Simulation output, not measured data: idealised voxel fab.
This is a process module. Its name is voxel self aligned contacts.
Displayed cross-section: cut, width of 210 nm, square cells sized 5 nm.
Throughout this document, each cross-section is represented as a grid of square cells and is presented as a sequence of bands enumerated from the top downward, where a band comprises one or more rows of cells.
Band: top height; bottom height; in nm. Then, left to right: material with width in nm, for each material. "everywhere": a single material spanning edge to edge. "air": empty space.
Heads up on the height convention: 0 is the point under which the incoming wafer is all one material, and the lowest band has no bottom, it just keeps going down, like "from 0 down".
Read "30->40" as a graded width: first number on top, second number at the bottom, same change between each pair of neighbouring rows.
"nothing altered" (step): cross-section cells unchanged, all of them.
"Catalogued sealed voids" specifies each empty space that is not open to the top and that occupies no fewer than 8 cells, using the form width x height at distance, the distance measured from the left edge and all three quantities in nm.
On each step's line, the part that comes after the settings is the simulator's own comment on the step.
"overlay nm" denotes, for a step that has a mask, the displacement of the mask to the right of its planned place, with negative values corresponding to the left.
# Steps planned for the process
1,RECEIVE: material Si
2,OXIDIZE: depth nm 5
3,DIRECTIONAL_DEP: material polySi, thk nm 30
4,DIRECTIONAL_DEP: material SiN, thk nm 20
5,PATTERN: tone cover, mask id GATE, material resist, width nm 30, pitch nm 65, thk nm 20, overlay nm 0
6,DIRECTIONAL_ETCH: etch materials SiN, depth nm 20
7,DIRECTIONAL_ETCH: etch materials polySi, depth nm 30
8,STRIP: etch materials resist
9,CONFORMAL_DEP: material SiN, thk nm 10
10,DIRECTIONAL_ETCH: etch materials SiN, depth nm 10
11,FILL_DEP: material SiO2, thk nm 15
12,CMP: height nm 55
13,PATTERN: tone open, mask id CONTACT, material resist, width nm 45, pitch nm 65, thk nm 15, overlay nm 0
14,DIRECTIONAL_ETCH: etch materials SiO2, depth nm 60
15,STRIP: etch materials resist
16,CONFORMAL_DEP: material TiN, thk nm 5
17,FILL_DEP: material W, thk nm 5
18,CMP: height nm 55
19,CONFORMAL_DEP: material SiCN, thk nm 5
# Cross-sectional view of the wafer in its as-received condition, corresponding to the state after step 1
> from 0 down  Si everywhere
> Catalogued sealed voids: none
# Same starting wafer, same plan as above, one mistake in the execution; this is the cross-section at the end of the module
> from 60 to 55  SiCN everywhere
> from 55 to 50  SiO2 (55), then TiN (15), then W (5), then TiN (20), then SiO2 (25), then TiN (15), then W (5), then TiN (20), then SiO2 (50)
> from 50 to 30  SiO2 (15), then SiN (50), then TiN (5), then W (5), then TiN (5), then SiN (50), then TiN (5), then W (5), then TiN (5), then SiN (50), then SiO2 (15)
> from 30 to 0  SiO2 (15), then SiN (10), then polySi (30), then SiN (10), then TiN (5), then W (5), then TiN (5), then SiN (10), then polySi (30), then SiN (10), then TiN (5), then W (5), then TiN (5), then SiN (10), then polySi (30), then SiN (10), then SiO2 (15)
> from 0 to -5  SiO2 (65), then TiN (15), then SiO2 (50), then TiN (15), then SiO2 (65)
> from -5 down  Si everywhere
> Catalogued sealed voids: none
Heads up, the wafer didn't run the way we planned it: off-plan run, step 13, actual operation and settings PATTERN: tone open, mask id CONTACT, material resist, width nm 40, pitch nm 65, thk nm 15, overlay nm 0
